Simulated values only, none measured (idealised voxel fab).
process module | voxel capacitor over wiring
cross-section cut | 300 nm wide | cells 5 nm
A cross-section is a grid of square cells, given in bands from the top down. A band is one or more rows of cells.
Each band's line starts with the height of the band's top and of its bottom, in nm. Then come its materials from left to right, each with its width in nm. One material with "throughout" fills the band from edge to edge. "air" is empty space.
Height 0 is the level under which the wafer as received is all one material. The lowest band goes on downwards, as in "0 down".
A width such as "30 to 40" changes by the same amount from each row of cells to the next, from the band's top row to its bottom row.
"no change" after a step means that no cell of the cross-section changed.
closed voids: empty space of 8 cells or more with no open way to the top, each as width x height at its distance from the left edge, in nm
after a step's settings: what the simulator itself notes on the step
overlay nm, on a step with a mask: how far to the right of its planned place the mask lay; to the left if negative
plan
1 op RECEIVE | material Si
2 op CONFORMAL_DEP | material SiO2 | thk nm 15
3 op CONFORMAL_DEP | material SiCN | thk nm 5
4 op DIRECTIONAL_DEP | material SiO2 | thk nm 20
5 op DIRECTIONAL_DEP | material aC | thk nm 15
6 op PATTERN | tone open | mask id METAL_1 | material resist | width nm 25 | pitch nm 80 | thk nm 30 | overlay nm 0
7 op DIRECTIONAL_ETCH | etch materials aC | depth nm 15
8 op STRIP | etch materials resist
9 op DIRECTIONAL_ETCH | etch materials SiO2 | depth nm 20
10 op DIRECTIONAL_ETCH | etch materials SiCN | depth nm 5
11 op STRIP | etch materials aC
12 op CONFORMAL_DEP | material TiN | thk nm 5
13 op FILL_DEP | material W | thk nm 5
14 op CMP | height nm 40
15 op CONFORMAL_DEP | material SiCN | thk nm 5
16 op DIRECTIONAL_DEP | material SiO2 | thk nm 10
17 op PATTERN | tone open | mask id PLUG_1 | material resist | width nm 15 | thk nm 20 | overlay nm 0
18 op DIRECTIONAL_ETCH | etch materials SiO2 | depth nm 10
19 op DIRECTIONAL_ETCH | etch materials SiCN | depth nm 5
20 op STRIP | etch materials resist
21 op CONFORMAL_DEP | material TiN | thk nm 5
22 op FILL_DEP | material Ru | thk nm 10
23 op CMP | height nm 55
24 op DIRECTIONAL_DEP | material TiN | thk nm 5
25 op DIRECTIONAL_DEP | material HfO2 | thk nm 5
26 op DIRECTIONAL_DEP | material TiN | thk nm 5
27 op MASKED_ETCH | tone cover | mask id UPPER_PLATE | width nm 60 | etch materials TiN | depth nm 5 | overlay nm 0
28 op MASKED_ETCH | tone cover | mask id UPPER_PLATE | width nm 60 | etch materials HfO2 | depth nm 5 | overlay nm 0
29 op MASKED_ETCH | tone cover | mask id LOWER_PLATE | width nm 70 | etch materials TiN | depth nm 5 | overlay nm 0
30 op FILL_DEP | material SiO2 | thk nm 20
31 op CMP | height nm 85
32 op MASKED_ETCH | tone open | mask id PLUG_2 | width nm 15 | etch materials SiO2 | depth nm 15 | overlay nm 0
33 op CONFORMAL_DEP | material TiN | thk nm 5
34 op FILL_DEP | material Ru | thk nm 5
35 op CMP | height nm 85
36 op CONFORMAL_DEP | material SiCN | thk nm 5
as received, after step 1
  0 down: Si throughout
  closed voids: none
a wafer at the end: this start, this plan, one mistake
  90 to 85: SiCN throughout
  85 to 75: SiO2 115 | TiN 5 | Ru 5 | TiN 5 | SiO2 170
  75 to 65: SiO2 115 to 105 | TiN 15 to 60 | SiO2 170 to 135
  65 to 60: SiO2 105 | HfO2 60 | SiO2 135
  60 to 55: SiO2 100 | TiN 70 | SiO2 130
  55 to 45: SiO2 105 | aC 5 | Ru 5 | aC 5 | SiO2 180
  45 to 40: SiCN 105 | aC 15 | SiCN 180
  40 to 20: SiO2 95 | TiN 5 | W 15 | TiN 5 | SiO2 55 | TiN 5 | W 15 | TiN 5 | SiO2 100
  20 to 15: SiCN 95 | TiN 25 | SiCN 55 | TiN 25 | SiCN 100
  15 to 0: SiO2 throughout
  0 down: Si throughout
  closed voids: none
what went wrong: step 21 ran as: op CONFORMAL_DEP | material aC | thk nm 5
